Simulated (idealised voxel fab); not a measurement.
voxel self aligned vias: a process module
In the cross-section labelled cut, the width is 165 nm and each square cell is 5 nm.
How to read a cross-section here: the picture is a grid of square cells, written as bands going from the top down, and any band can span one or more rows of cells.
Each band's line starts with the height of the band's top and of its bottom, in nm. Then come its materials from left to right, each with its width in nm. One material with "everywhere" fills the band from edge to edge. "air" is empty space.
Heights from 0 (as-received wafer is one material below). Bottom band endless downward, as "top 0, no bottom".
Graded width ("30->40"): value in top row of band = first number; value in bottom row = second number; row-to-row change constant.
Key: "remained the same" - step with no changed cell in the cross-section.
"Enclosed void catalog" lists enclosed empty spaces (at least 8 cells, no open path upward to the top), each as width x height at distance from the left edge, in nm.
Whatever follows a step's settings on its line is a remark the simulator itself makes about that step.
overlay nm, on a step with a mask: how far to the right of its planned place the mask lay; to the left if negative
[Intended process steps]
| 1 | RECEIVE: material Si |
| 2 | CONFORMAL_DEP: material SiO2, thk nm 15 |
| 3 | CONFORMAL_DEP: material SiCN, thk nm 5 |
| 4 | DIRECTIONAL_DEP: material lowk, thk nm 20 |
| 5 | PATTERN: tone open, mask id LINES, material resist, width nm 20, pitch nm 60, thk nm 15, overlay nm 0 |
| 6 | DIRECTIONAL_ETCH: etch materials lowk, depth nm 20 |
| 7 | STRIP: etch materials resist |
| 8 | CONFORMAL_DEP: material TiN, thk nm 5 |
| 9 | FILL_DEP: material Ru, thk nm 10 |
| 10 | CMP: height nm 40 |
| 11 | SELECTIVE_ETCH: etch materials W Ru TiN, depth nm 5 |
| 12 | FILL_DEP: material SiN, thk nm 10 |
| 13 | CMP: height nm 40 |
| 14 | DIRECTIONAL_DEP: material lowk, thk nm 20 |
| 15 | MASKED_ETCH: tone open, mask id VIAS, width nm 40, etch materials lowk, depth nm 20, overlay nm 0 |
| 16 | MASKED_ETCH: tone open, mask id VIAS, width nm 40, etch materials SiN, depth nm 5, overlay nm 0 |
| 17 | CONFORMAL_DEP: material TiN, thk nm 5 |
| 18 | FILL_DEP: material W, thk nm 10 |
| 19 | CMP: height nm 60 |
| 20 | CONFORMAL_DEP: material SiCN, thk nm 5 |
[First wafer, two in total, run as planned]
[Wafer at receipt (post step 1), cross-section]
- top 0, no bottom: Si everywhere
- Enclosed void catalog: none
[Take a look at the wafer's cross-section after step 2]
- top 15, bottom 0: SiO2 everywhere
- Anything lower than 0 is untouched.
[Take a look at the wafer's cross-section after step 3]
- top 20, bottom 15: SiCN everywhere
- Anything lower than 15 is untouched.
[Take a look at the wafer's cross-section after step 4]
- top 40, bottom 20: lowk everywhere
- Anything lower than 20 is untouched.
[Take a look at the wafer's cross-section after step 5]
- top 55, bottom 40: 40 nm resist  20 nm air  40 nm resist  20 nm air  45 nm resist
- Anything lower than 40 is untouched.
[Take a look at the wafer's cross-section after step 6]
- top 55, bottom 40: 40 nm resist  20 nm air  40 nm resist  20 nm air  45 nm resist
- top 40, bottom 20: 40 nm lowk  20 nm air  40 nm lowk  20 nm air  45 nm lowk
- Anything lower than 20 is untouched.
[Take a look at the wafer's cross-section after step 7]
- top 40, bottom 20: 40 nm lowk  20 nm air  40 nm lowk  20 nm air  45 nm lowk
- Anything lower than 20 is untouched.
[Take a look at the wafer's cross-section after step 8]
- top 45, bottom 40: 45 nm TiN  10 nm air  50 nm TiN  10 nm air  50 nm TiN
- top 40, bottom 25: 40 nm lowk  5 nm TiN  10 nm air  5 nm TiN  40 nm lowk  5 nm TiN  10 nm air  5 nm TiN  45 nm lowk
- top 25, bottom 20: 40 nm lowk  20 nm TiN  40 nm lowk  20 nm TiN  45 nm lowk
- Anything lower than 20 is untouched.
[Take a look at the wafer's cross-section after step 9]
- top 55, bottom 45: Ru everywhere
- top 45, bottom 40: 45 nm TiN  10 nm Ru  50 nm TiN  10 nm Ru  50 nm TiN
- top 40, bottom 25: 40 nm lowk  5 nm TiN  10 nm Ru  5 nm TiN  40 nm lowk  5 nm TiN  10 nm Ru  5 nm TiN  45 nm lowk
- Anything lower than 25 is untouched.
[Take a look at the wafer's cross-section after step 10]
- top 40, bottom 25: 40 nm lowk  5 nm TiN  10 nm Ru  5 nm TiN  40 nm lowk  5 nm TiN  10 nm Ru  5 nm TiN  45 nm lowk
- Anything lower than 25 is untouched.
[Take a look at the wafer's cross-section after step 11]
- top 40, bottom 35: 40 nm lowk  20 nm air  40 nm lowk  20 nm air  45 nm lowk
- Anything lower than 35 is untouched.
[Take a look at the wafer's cross-section after step 12]
- top 50, bottom 40: SiN everywhere
- top 40, bottom 35: 40 nm lowk  20 nm SiN  40 nm lowk  20 nm SiN  45 nm lowk
- Anything lower than 35 is untouched.
[Take a look at the wafer's cross-section after step 13]
- top 40, bottom 35: 40 nm lowk  20 nm SiN  40 nm lowk  20 nm SiN  45 nm lowk
- Anything lower than 35 is untouched.
[Take a look at the wafer's cross-section after step 14]
- top 60, bottom 40: lowk everywhere
- Anything lower than 40 is untouched.
[Take a look at the wafer's cross-section after step 15]
- top 60, bottom 40: 30 nm lowk  40 nm air  95 nm lowk
- Anything lower than 40 is untouched.
[Take a look at the wafer's cross-section after step 16]
- top 60, bottom 40: 30 nm lowk  40 nm air  95 nm lowk
- top 40, bottom 35: 40 nm lowk  20 nm air  40 nm lowk  20 nm SiN  45 nm lowk
- Anything lower than 35 is untouched.
[Take a look at the wafer's cross-section after step 17]
- top 65, bottom 60: 35 nm TiN  30 nm air  100 nm TiN
- top 60, bottom 45: 30 nm lowk  5 nm TiN  30 nm air  5 nm TiN  95 nm lowk
- top 45, bottom 40: 30 nm lowk  15 nm TiN  10 nm air  15 nm TiN  95 nm lowk
- top 40, bottom 35: 40 nm lowk  20 nm TiN  40 nm lowk  20 nm SiN  45 nm lowk
- Anything lower than 35 is untouched.
[Take a look at the wafer's cross-section after step 18]
- top 75, bottom 65: W everywhere
- top 65, bottom 60: 35 nm TiN  30 nm W  100 nm TiN
- top 60, bottom 45: 30 nm lowk  5 nm TiN  30 nm W  5 nm TiN  95 nm lowk
- top 45, bottom 40: 30 nm lowk  15 nm TiN  10 nm W  15 nm TiN  95 nm lowk
- Anything lower than 40 is untouched.
[Take a look at the wafer's cross-section after step 19]
- top 60, bottom 45: 30 nm lowk  5 nm TiN  30 nm W  5 nm TiN  95 nm lowk
- Anything lower than 45 is untouched.
[Take a look at the wafer's cross-section after step 20]
- top 65, bottom 60: SiCN everywhere
- Anything lower than 60 is untouched.
[Second wafer, same starting conditions and recipe as the first, one mistake in executing it, nothing differs from the first up to and including step 14]
[Cross-section of the second wafer at the time step 15 of the plan should have ended]
- top 60, bottom 40: 35 nm lowk  35 nm air  95 nm lowk
- Anything lower than 40 is untouched.
[Cross-section of the second wafer at the time step 16 of the plan should have ended]
- top 60, bottom 40: 35 nm lowk  35 nm air  95 nm lowk
- top 40, bottom 35: 40 nm lowk  20 nm air  40 nm lowk  20 nm SiN  45 nm lowk
- Anything lower than 35 is untouched.
[Cross-section of the second wafer at the time step 17 of the plan should have ended]
- top 65, bottom 60: 40 nm TiN  25 nm air  100 nm TiN
- top 60, bottom 45: 35 nm lowk  5 nm TiN  25 nm air  5 nm TiN  95 nm lowk
- top 45, bottom 40: 35 nm lowk  10 nm TiN  10 nm air  15 nm TiN  95 nm lowk
- top 40, bottom 35: 40 nm lowk  20 nm TiN  40 nm lowk  20 nm SiN  45 nm lowk
- Anything lower than 35 is untouched.
[Cross-section of the second wafer at the time step 18 of the plan should have ended]
- top 75, bottom 65: W everywhere
- top 65, bottom 60: 40 nm TiN  25 nm W  100 nm TiN
- top 60, bottom 45: 35 nm lowk  5 nm TiN  25 nm W  5 nm TiN  95 nm lowk
- top 45, bottom 40: 35 nm lowk  10 nm TiN  10 nm W  15 nm TiN  95 nm lowk
- Anything lower than 40 is untouched.
[Cross-section of the second wafer at the time step 19 of the plan should have ended]
- top 60, bottom 45: 35 nm lowk  5 nm TiN  25 nm W  5 nm TiN  95 nm lowk
- Anything lower than 45 is untouched.
[Cross-section of the second wafer at the time step 20 of the plan should have ended]
- top 65, bottom 60: SiCN everywhere
- Anything lower than 60 is untouched.
what went wrong: it should be noted that step 15 was executed with settings other than those planned, the operation and settings actually applied being MASKED_ETCH: tone open, mask id VIAS, width nm 35, etch materials lowk, depth nm 20, overlay nm 0
Final comparison by cell count, materials where the second wafer has more or fewer than the first: TiN -1; W -3; lowk +4
